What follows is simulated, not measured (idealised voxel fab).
Process module, titled voxel capacitor over wiring
Shown is cross-section cut, with a width of 260 nm and square cells of size 5 nm.
For the purposes of this document, a cross-section shall be understood as a grid of square cells, specified as bands listed in top-to-bottom order, each band consisting of one or more rows of cells.
Read a band's entry like this: the first values are the height of its top and the height of its bottom in nm, and what follows is the sequence of materials from left to right, each with its width in nm. Note that "air" is empty space, and that a single material marked "throughout" reaches across the band from edge to edge.
For the purposes of this specification, 0 denotes the height below which the wafer in its as-received condition is composed wholly of one material, and the lowermost band, lacking a lower limit, extends downward without end, as expressed in "from 0 down".
Per-row width for "30..40": begins at first number (top row of band), ends at second number (bottom row), increment between rows held constant.
Where a step carries "no change occurred", the cross-section came out of it unchanged, cell for cell.
You'll see "Enclosed void list" listing empty spaces that have no way open to the top, as long as they're 8 cells or more; the notation is width x height at distance, where the distance is from the left edge, and all of it is in nm.
Whatever follows a step's settings on its line is a remark the simulator itself makes about that step.
A step's line can hold "overlay nm"; with a mask on that step, the setting says how far right of the planned place the mask lay, while a negative setting says it lay to the left.
### The planned process steps are enumerated hereunder
step 1: RECEIVE | material Si
step 2: CONFORMAL_DEP | material SiO2 | thk nm 15
step 3: CONFORMAL_DEP | material SiCN | thk nm 5
step 4: DIRECTIONAL_DEP | material lowk | thk nm 25
step 5: DIRECTIONAL_DEP | material aC | thk nm 10
step 6: PATTERN | tone open | mask id METAL_1 | material resist | width nm 20 | pitch nm 80 | thk nm 30 | overlay nm 0
step 7: DIRECTIONAL_ETCH | etch materials aC | depth nm 10
step 8: STRIP | etch materials resist
step 9: DIRECTIONAL_ETCH | etch materials lowk | depth nm 25
step 10: DIRECTIONAL_ETCH | etch materials SiCN | depth nm 5
step 11: STRIP | etch materials aC
step 12: CONFORMAL_DEP | material TiN | thk nm 5
step 13: FILL_DEP | material Ru | thk nm 5
step 14: CMP | height nm 45
step 15: EPI | material Ru | thk nm 5
step 16: FILL_DEP | material SiCN | thk nm 5
step 17: DIRECTIONAL_DEP | material SiO2 | thk nm 20
step 18: MASKED_ETCH | tone open | mask id PLUG_1 | width nm 15 | etch materials SiO2 | depth nm 20 | overlay nm 0
step 19: MASKED_ETCH | tone open | mask id PLUG_1 | width nm 15 | etch materials SiCN | depth nm 5 | overlay nm 0
step 20: CONFORMAL_DEP | material TiN | thk nm 5
step 21: FILL_DEP | material W | thk nm 10
step 22: CMP | height nm 75
step 23: DIRECTIONAL_DEP | material TiN | thk nm 5
step 24: DIRECTIONAL_DEP | material Al2O3 | thk nm 5
step 25: DIRECTIONAL_DEP | material TiN | thk nm 10
step 26: PATTERN | tone cover | mask id UPPER_PLATE | material resist | width nm 65 | thk nm 15 | overlay nm 0
step 27: DIRECTIONAL_ETCH | etch materials TiN | depth nm 10
step 28: DIRECTIONAL_ETCH | etch materials Al2O3 | depth nm 5
step 29: STRIP | etch materials resist
step 30: PATTERN | tone cover | mask id LOWER_PLATE | material resist | width nm 75 | thk nm 15 | overlay nm 0
step 31: DIRECTIONAL_ETCH | etch materials TiN | depth nm 5
step 32: STRIP | etch materials resist
step 33: FILL_DEP | material SiO2 | thk nm 20
step 34: CMP | height nm 110
step 35: PATTERN | tone open | mask id PLUG_2 | material resist | width nm 15 | thk nm 15 | overlay nm 0
step 36: DIRECTIONAL_ETCH | etch materials SiO2 | depth nm 15
step 37: STRIP | etch materials resist
step 38: CONFORMAL_DEP | material TiN | thk nm 5
step 39: FILL_DEP | material Ru | thk nm 10
step 40: CMP | height nm 110
step 41: CONFORMAL_DEP | material SiCN | thk nm 5
### The first wafer of two, processed as planned
### Received-state cross-section, reflecting completion of step 1
* from 0 down  Si throughout
* Enclosed void list: none
### How the wafer stands in section after step 2
* from 15 to 0  SiO2 throughout
* Below 0 it's all the same as before, nothing changed down there.
### How the wafer stands in section after step 3
* from 20 to 15  SiCN throughout
* Below 15 it's all the same as before, nothing changed down there.
### How the wafer stands in section after step 4
* from 45 to 20  lowk throughout
* Below 20 it's all the same as before, nothing changed down there.
### How the wafer stands in section after step 5
* from 55 to 45  aC throughout
* Below 45 it's all the same as before, nothing changed down there.
### How the wafer stands in section after step 6
* from 85 to 55  resist 80 nm  air 20 nm  resist 60 nm  air 20 nm  resist 80 nm
* Below 55 it's all the same as before, nothing changed down there.
### How the wafer stands in section after step 7
* from 75 to 55  resist 80 nm  air 20 nm  resist 60 nm  air 20 nm  resist 80 nm
* from 55 to 45  aC 80 nm  air 20 nm  aC 60 nm  air 20 nm  aC 80 nm
* Below 45 it's all the same as before, nothing changed down there.
### How the wafer stands in section after step 8
* from 55 to 45  aC 80 nm  air 20 nm  aC 60 nm  air 20 nm  aC 80 nm
* Below 45 it's all the same as before, nothing changed down there.
### How the wafer stands in section after step 9
* from 55 to 45  aC 80 nm  air 20 nm  aC 60 nm  air 20 nm  aC 80 nm
* from 45 to 20  lowk 80 nm  air 20 nm  lowk 60 nm  air 20 nm  lowk 80 nm
* Below 20 it's all the same as before, nothing changed down there.
### How the wafer stands in section after step 10
* from 55 to 45  aC 80 nm  air 20 nm  aC 60 nm  air 20 nm  aC 80 nm
* from 45 to 20  lowk 80 nm  air 20 nm  lowk 60 nm  air 20 nm  lowk 80 nm
* from 20 to 15  SiCN 80 nm  air 20 nm  SiCN 60 nm  air 20 nm  SiCN 80 nm
* Below 15 it's all the same as before, nothing changed down there.
### How the wafer stands in section after step 11
* from 45 to 20  lowk 80 nm  air 20 nm  lowk 60 nm  air 20 nm  lowk 80 nm
* Below 20 it's all the same as before, nothing changed down there.
### How the wafer stands in section after step 12
* from 50 to 45  TiN 85 nm  air 10 nm  TiN 70 nm  air 10 nm  TiN 85 nm
* from 45 to 20  lowk 80 nm  TiN 5 nm  air 10 nm  TiN 5 nm  lowk 60 nm  TiN 5 nm  air 10 nm  TiN 5 nm  lowk 80 nm
* from 20 to 15  SiCN 80 nm  TiN 20 nm  SiCN 60 nm  TiN 20 nm  SiCN 80 nm
* Below 15 it's all the same as before, nothing changed down there.
### How the wafer stands in section after step 13
* from 55 to 50  Ru throughout
* from 50 to 45  TiN 85 nm  Ru 10 nm  TiN 70 nm  Ru 10 nm  TiN 85 nm
* from 45 to 20  lowk 80 nm  TiN 5 nm  Ru 10 nm  TiN 5 nm  lowk 60 nm  TiN 5 nm  Ru 10 nm  TiN 5 nm  lowk 80 nm
* Below 20 it's all the same as before, nothing changed down there.
### How the wafer stands in section after step 14
* from 45 to 20  lowk 80 nm  TiN 5 nm  Ru 10 nm  TiN 5 nm  lowk 60 nm  TiN 5 nm  Ru 10 nm  TiN 5 nm  lowk 80 nm
* Below 20 it's all the same as before, nothing changed down there.
### How the wafer stands in section after step 15
* from 50 to 45  air 75 nm  Ru 30 nm  air 50 nm  Ru 30 nm  air 75 nm
* Below 45 it's all the same as before, nothing changed down there.
### How the wafer stands in section after step 16
* from 55 to 50  SiCN throughout
* from 50 to 45  SiCN 75 nm  Ru 30 nm  SiCN 50 nm  Ru 30 nm  SiCN 75 nm
* Below 45 it's all the same as before, nothing changed down there.
### How the wafer stands in section after step 17
* from 75 to 55  SiO2 throughout
* Below 55 it's all the same as before, nothing changed down there.
### How the wafer stands in section after step 18
* from 75 to 55  SiO2 85 nm  air 15 nm  SiO2 160 nm
* Below 55 it's all the same as before, nothing changed down there.
### How the wafer stands in section after step 19
* from 75 to 55  SiO2 85 nm  air 15 nm  SiO2 160 nm
* from 55 to 50  SiCN 85 nm  air 15 nm  SiCN 160 nm
* Below 50 it's all the same as before, nothing changed down there.
### How the wafer stands in section after step 20
* from 80 to 75  TiN 90 nm  air 5 nm  TiN 165 nm
* from 75 to 55  SiO2 85 nm  TiN 5 nm  air 5 nm  TiN 5 nm  SiO2 160 nm
* from 55 to 50  SiCN 85 nm  TiN 15 nm  SiCN 160 nm
* Below 50 it's all the same as before, nothing changed down there.
### How the wafer stands in section after step 21
* from 90 to 80  W throughout
* from 80 to 75  TiN 90 nm  W 5 nm  TiN 165 nm
* from 75 to 55  SiO2 85 nm  TiN 5 nm  W 5 nm  TiN 5 nm  SiO2 160 nm
* Below 55 it's all the same as before, nothing changed down there.
### How the wafer stands in section after step 22
* from 75 to 55  SiO2 85 nm  TiN 5 nm  W 5 nm  TiN 5 nm  SiO2 160 nm
* Below 55 it's all the same as before, nothing changed down there.
### How the wafer stands in section after step 23
* from 80 to 75  TiN throughout
* Below 75 it's all the same as before, nothing changed down there.
### How the wafer stands in section after step 24
* from 85 to 80  Al2O3 throughout
* Below 80 it's all the same as before, nothing changed down there.
### How the wafer stands in section after step 25
* from 95 to 85  TiN throughout
* Below 85 it's all the same as before, nothing changed down there.
### How the wafer stands in section after step 26
* from 110 to 95  air 85 nm  resist 65 nm  air 110 nm
* Below 95 it's all the same as before, nothing changed down there.
### How the wafer stands in section after step 27
* from 110 to 95  air 85 nm  resist 65 nm  air 110 nm
* from 95 to 85  air 85 nm  TiN 65 nm  air 110 nm
* Below 85 it's all the same as before, nothing changed down there.
### How the wafer stands in section after step 28
* from 110 to 95  air 85 nm  resist 65 nm  air 110 nm
* from 95 to 85  air 85 nm  TiN 65 nm  air 110 nm
* from 85 to 80  air 85 nm  Al2O3 65 nm  air 110 nm
* Below 80 it's all the same as before, nothing changed down there.
### How the wafer stands in section after step 29
* from 95 to 85  air 85 nm  TiN 65 nm  air 110 nm
* Below 85 it's all the same as before, nothing changed down there.
### How the wafer stands in section after step 30
* from 110 to 95  air 80 nm  resist 75 nm  air 105 nm
* from 95 to 85  air 80 nm  resist 5 nm  TiN 65 nm  resist 5 nm  air 105 nm
* from 85 to 80  air 80 nm  resist 5 nm  Al2O3 65 nm  resist 5 nm  air 105 nm
* Below 80 it's all the same as before, nothing changed down there.
### How the wafer stands in section after step 31
* from 110 to 95  air 80 nm  resist 75 nm  air 105 nm
* from 95 to 85  air 80 nm  resist 5 nm  TiN 65 nm  resist 5 nm  air 105 nm
* from 85 to 80  air 80 nm  resist 5 nm  Al2O3 65 nm  resist 5 nm  air 105 nm
* from 80 to 75  air 80 nm  TiN 75 nm  air 105 nm
* Below 75 it's all the same as before, nothing changed down there.
### How the wafer stands in section after step 32
* from 95 to 85  air 85 nm  TiN 65 nm  air 110 nm
* from 85 to 80  air 85 nm  Al2O3 65 nm  air 110 nm
* Below 80 it's all the same as before, nothing changed down there.
### How the wafer stands in section after step 33
* from 115 to 95  SiO2 throughout
* from 95 to 85  SiO2 85 nm  TiN 65 nm  SiO2 110 nm
* from 85 to 80  SiO2 85 nm  Al2O3 65 nm  SiO2 110 nm
* from 80 to 75  SiO2 80 nm  TiN 75 nm  SiO2 105 nm
* Below 75 it's all the same as before, nothing changed down there.
### How the wafer stands in section after step 34
* from 110 to 95  SiO2 throughout
* Below 95 it's all the same as before, nothing changed down there.
### How the wafer stands in section after step 35
* from 125 to 110  resist 95 nm  air 15 nm  resist 150 nm
* Below 110 it's all the same as before, nothing changed down there.
### How the wafer stands in section after step 36
* from 125 to 110  resist 95 nm  air 15 nm  resist 150 nm
* from 110 to 95  SiO2 95 nm  air 15 nm  SiO2 150 nm
* Below 95 it's all the same as before, nothing changed down there.
### How the wafer stands in section after step 37
* from 110 to 95  SiO2 95 nm  air 15 nm  SiO2 150 nm
* Below 95 it's all the same as before, nothing changed down there.
### How the wafer stands in section after step 38
* from 115 to 110  TiN 100 nm  air 5 nm  TiN 155 nm
* from 110 to 100  SiO2 95 nm  TiN 5 nm  air 5 nm  TiN 5 nm  SiO2 150 nm
* from 100 to 95  SiO2 95 nm  TiN 15 nm  SiO2 150 nm
* Below 95 it's all the same as before, nothing changed down there.
### How the wafer stands in section after step 39
* from 125 to 115  Ru throughout
* from 115 to 110  TiN 100 nm  Ru 5 nm  TiN 155 nm
* from 110 to 100  SiO2 95 nm  TiN 5 nm  Ru 5 nm  TiN 5 nm  SiO2 150 nm
* Below 100 it's all the same as before, nothing changed down there.
### How the wafer stands in section after step 40
* from 110 to 100  SiO2 95 nm  TiN 5 nm  Ru 5 nm  TiN 5 nm  SiO2 150 nm
* Below 100 it's all the same as before, nothing changed down there.
### How the wafer stands in section after step 41
* from 115 to 110  SiCN throughout
* Below 110 it's all the same as before, nothing changed down there.
### Second Wafer (Identical Start and Plan, One Processing Error; Matches First Wafer Through Step 18)
### X-section, second wafer, when step 19 was due to finish
* from 75 to 55  SiO2 85 nm  air 15 nm  SiO2 160 nm
* from 55 to 50  SiCN 90 nm  air 10 nm  SiCN 160 nm
* Below 50 it's all the same as before, nothing changed down there.
### X-section, second wafer, when step 20 was due to finish
* from 80 to 75  TiN 90 nm  air 5 nm  TiN 165 nm
* from 75 to 60  SiO2 85 nm  TiN 5 nm  air 5 nm  TiN 5 nm  SiO2 160 nm
* from 60 to 55  SiO2 85 nm  TiN 15 nm  SiO2 160 nm
* from 55 to 50  SiCN 90 nm  TiN 10 nm  SiCN 160 nm
* Below 50 it's all the same as before, nothing changed down there.
### X-section, second wafer, when step 21 was due to finish
* from 90 to 80  W throughout
* from 80 to 75  TiN 90 nm  W 5 nm  TiN 165 nm
* from 75 to 60  SiO2 85 nm  TiN 5 nm  W 5 nm  TiN 5 nm  SiO2 160 nm
* Below 60 it's all the same as before, nothing changed down there.
### X-section, second wafer, when step 22 was due to finish
* from 75 to 60  SiO2 85 nm  TiN 5 nm  W 5 nm  TiN 5 nm  SiO2 160 nm
* Below 60 it's all the same as before, nothing changed down there.
### X-section, second wafer, when step 23 was due to finish
* from 80 to 75  TiN throughout
* Below 75 it's all the same as before, nothing changed down there.
### X-section, second wafer, when step 24 was due to finish
* from 85 to 80  Al2O3 throughout
* Below 80 it's all the same as before, nothing changed down there.
### X-section, second wafer, when step 25 was due to finish
* from 95 to 85  TiN throughout
* Below 85 it's all the same as before, nothing changed down there.
### X-section, second wafer, when step 26 was due to finish
* from 110 to 95  air 85 nm  resist 65 nm  air 110 nm
* Below 95 it's all the same as before, nothing changed down there.
### X-section, second wafer, when step 27 was due to finish
* from 110 to 95  air 85 nm  resist 65 nm  air 110 nm
* from 95 to 85  air 85 nm  TiN 65 nm  air 110 nm
* Below 85 it's all the same as before, nothing changed down there.
### X-section, second wafer, when step 28 was due to finish
* from 110 to 95  air 85 nm  resist 65 nm  air 110 nm
* from 95 to 85  air 85 nm  TiN 65 nm  air 110 nm
* from 85 to 80  air 85 nm  Al2O3 65 nm  air 110 nm
* Below 80 it's all the same as before, nothing changed down there.
### X-section, second wafer, when step 29 was due to finish
* from 95 to 85  air 85 nm  TiN 65 nm  air 110 nm
* Below 85 it's all the same as before, nothing changed down there.
### X-section, second wafer, when step 30 was due to finish
* from 110 to 95  air 80 nm  resist 75 nm  air 105 nm
* from 95 to 85  air 80 nm  resist 5 nm  TiN 65 nm  resist 5 nm  air 105 nm
* from 85 to 80  air 80 nm  resist 5 nm  Al2O3 65 nm  resist 5 nm  air 105 nm
* Below 80 it's all the same as before, nothing changed down there.
### X-section, second wafer, when step 31 was due to finish
* from 110 to 95  air 80 nm  resist 75 nm  air 105 nm
* from 95 to 85  air 80 nm  resist 5 nm  TiN 65 nm  resist 5 nm  air 105 nm
* from 85 to 80  air 80 nm  resist 5 nm  Al2O3 65 nm  resist 5 nm  air 105 nm
* from 80 to 75  air 80 nm  TiN 75 nm  air 105 nm
* Below 75 it's all the same as before, nothing changed down there.
### X-section, second wafer, when step 32 was due to finish
* from 95 to 85  air 85 nm  TiN 65 nm  air 110 nm
* from 85 to 80  air 85 nm  Al2O3 65 nm  air 110 nm
* Below 80 it's all the same as before, nothing changed down there.
### X-section, second wafer, when step 33 was due to finish
* from 115 to 95  SiO2 throughout
* from 95 to 85  SiO2 85 nm  TiN 65 nm  SiO2 110 nm
* from 85 to 80  SiO2 85 nm  Al2O3 65 nm  SiO2 110 nm
* from 80 to 75  SiO2 80 nm  TiN 75 nm  SiO2 105 nm
* Below 75 it's all the same as before, nothing changed down there.
### X-section, second wafer, when step 34 was due to finish
* from 110 to 95  SiO2 throughout
* Below 95 it's all the same as before, nothing changed down there.
### X-section, second wafer, when step 35 was due to finish
* from 125 to 110  resist 95 nm  air 15 nm  resist 150 nm
* Below 110 it's all the same as before, nothing changed down there.
### X-section, second wafer, when step 36 was due to finish
* from 125 to 110  resist 95 nm  air 15 nm  resist 150 nm
* from 110 to 95  SiO2 95 nm  air 15 nm  SiO2 150 nm
* Below 95 it's all the same as before, nothing changed down there.
### X-section, second wafer, when step 37 was due to finish
* from 110 to 95  SiO2 95 nm  air 15 nm  SiO2 150 nm
* Below 95 it's all the same as before, nothing changed down there.
### X-section, second wafer, when step 38 was due to finish
* from 115 to 110  TiN 100 nm  air 5 nm  TiN 155 nm
* from 110 to 100  SiO2 95 nm  TiN 5 nm  air 5 nm  TiN 5 nm  SiO2 150 nm
* from 100 to 95  SiO2 95 nm  TiN 15 nm  SiO2 150 nm
* Below 95 it's all the same as before, nothing changed down there.
### X-section, second wafer, when step 39 was due to finish
* from 125 to 115  Ru throughout
* from 115 to 110  TiN 100 nm  Ru 5 nm  TiN 155 nm
* from 110 to 100  SiO2 95 nm  TiN 5 nm  Ru 5 nm  TiN 5 nm  SiO2 150 nm
* Below 100 it's all the same as before, nothing changed down there.
### X-section, second wafer, when step 40 was due to finish
* from 110 to 100  SiO2 95 nm  TiN 5 nm  Ru 5 nm  TiN 5 nm  SiO2 150 nm
* Below 100 it's all the same as before, nothing changed down there.
### X-section, second wafer, when step 41 was due to finish
* from 115 to 110  SiCN throughout
* Below 110 it's all the same as before, nothing changed down there.
Finding, execution versus plan: step 19 was run on a setting that differed from the plan, and what really ran there is MASKED_ETCH | tone open | mask id PLUG_1 | width nm 15 | etch materials SiCN | depth nm 5 | overlay nm 5
Final difference in cells, second wafer against first, listed per material as more or fewer: SiCN: 1 more | W: 1 fewer
